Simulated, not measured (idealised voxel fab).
This section sets out a process module, namely voxel wiring stack.
It is cross-section cut that appears here, measuring 170 nm in width, its square cells being 5 nm in size.
A cross-section is written here as square cells arranged in a grid, and it is given in bands from the top down, each band taking up one or more rows of cells.
Quick guide to a band line: top height, bottom height (nm) up front; then every material left to right with its width in nm. Only one material and it's marked "everywhere"? Then it fills the band edge to edge. And "air" just means empty space.
It should be noted that heights are counted from 0, beneath which the wafer as supplied is of one material throughout, and that the lowest band possesses no lower boundary but continues downward, as written in "z 0 and below".
When a width is written as two numbers, as in "30 to 40", the first number is the width in the top row of cells of the band and the second is the width in its bottom row, and the width changes by the same amount from each row to the next.
"no alterations made" after a step means that no cell of the cross-section changed.
Each empty space that has no open way to the top and spans at least 8 cells appears under "Enclosed internal voids" as width x height at distance, the distance counted from the left edge, all in nm.
Read whatever lies past the settings on a step's line as the simulator's own remark about the step.
The setting "overlay nm" may be written on the line of a step. When the step uses a mask, the value reports how far to the right of the planned place the mask lay, and a negative value reports that it lay to the left.

PROCESS STEPS - PLAN
1 RECEIVE [material Si]
2 CONFORMAL_DEP [material SiO2] [thk nm 10]
3 DIRECTIONAL_DEP [material TiN] [thk nm 5]
4 DIRECTIONAL_DEP [material W] [thk nm 25]
5 PATTERN [tone cover] [mask id METAL_1] [material resist] [width nm 30] [pitch nm 55] [thk nm 20] [overlay nm 0]
6 DIRECTIONAL_ETCH [etch materials W] [depth nm 25]
7 DIRECTIONAL_ETCH [etch materials TiN] [depth nm 5]
8 STRIP [etch materials resist]
9 FILL_DEP [material lowk] [thk nm 5]
10 CMP [height nm 40]
11 CONFORMAL_DEP [material SiCN] [thk nm 5]
12 DIRECTIONAL_DEP [material lowk] [thk nm 20]
13 DIRECTIONAL_DEP [material aC] [thk nm 10]
14 PATTERN [tone open] [mask id PLUG_1] [material resist] [width nm 15] [pitch nm 55] [thk nm 25] [overlay nm 0]
15 DIRECTIONAL_ETCH [etch materials aC] [depth nm 10]
16 STRIP [etch materials resist]
17 DIRECTIONAL_ETCH [etch materials lowk] [depth nm 20]
18 DIRECTIONAL_ETCH [etch materials SiCN] [depth nm 5]
19 STRIP [etch materials aC]
20 CONFORMAL_DEP [material TiN] [thk nm 5]
21 FILL_DEP [material Cu] [thk nm 10]
22 CMP [height nm 65]
23 CONFORMAL_DEP [material SiN] [thk nm 5]
24 DIRECTIONAL_DEP [material SiO2] [thk nm 15]
25 MASKED_ETCH [tone open] [mask id METAL_2] [width nm 30] [pitch nm 55] [etch materials SiO2] [depth nm 15] [overlay nm 0]
26 MASKED_ETCH [tone open] [mask id METAL_2] [width nm 30] [pitch nm 55] [etch materials SiN] [depth nm 5] [overlay nm 0]
27 CONFORMAL_DEP [material TiN] [thk nm 5]
28 FILL_DEP [material Cu] [thk nm 10]
29 CMP [height nm 85]
30 CONFORMAL_DEP [material SiCN] [thk nm 5]

AS RECEIVED, AFTER STEP 1
- z 0 and below  Si everywhere
- Enclosed internal voids: none

CROSS-SECTION, END OF MODULE. START: AS ABOVE. PLAN: AS ABOVE. EXECUTION: ONE MISTAKE
- z 100 to 85  SiCN everywhere
- z 85 to 70  15 of SiO2  5 of TiN  20 of Cu  5 of TiN  25 of SiO2  5 of TiN  20 of Cu  5 of TiN  25 of SiO2  5 of TiN  20 of Cu  5 of TiN  15 of SiO2
- z 70 to 65  15 of SiN  30 of TiN  25 of SiN  30 of TiN  25 of SiN  30 of TiN  15 of SiN
- z 65 to 45  15 of lowk  5 of TiN  5 of Cu  5 of TiN  40 of lowk  5 of TiN  5 of Cu  5 of TiN  40 of lowk  5 of TiN  5 of Cu  5 of TiN  30 of lowk
- z 45 to 40  15 of SiCN  15 of TiN  40 of SiCN  15 of TiN  40 of SiCN  15 of TiN  30 of SiCN
- z 40 to 15  15 of lowk  30 of W  25 of lowk  30 of W  25 of lowk  30 of W  15 of lowk
- z 15 to 10  15 of lowk  30 of TiN  25 of lowk  30 of TiN  25 of lowk  30 of TiN  15 of lowk
- z 10 to 0  SiO2 everywhere
- z 0 and below  Si everywhere
- Enclosed internal voids: none
Against the plan, the run slipped here: step 30 was run on a setting that differed from the plan, and what really ran there is CONFORMAL_DEP [material SiCN] [thk nm 15]
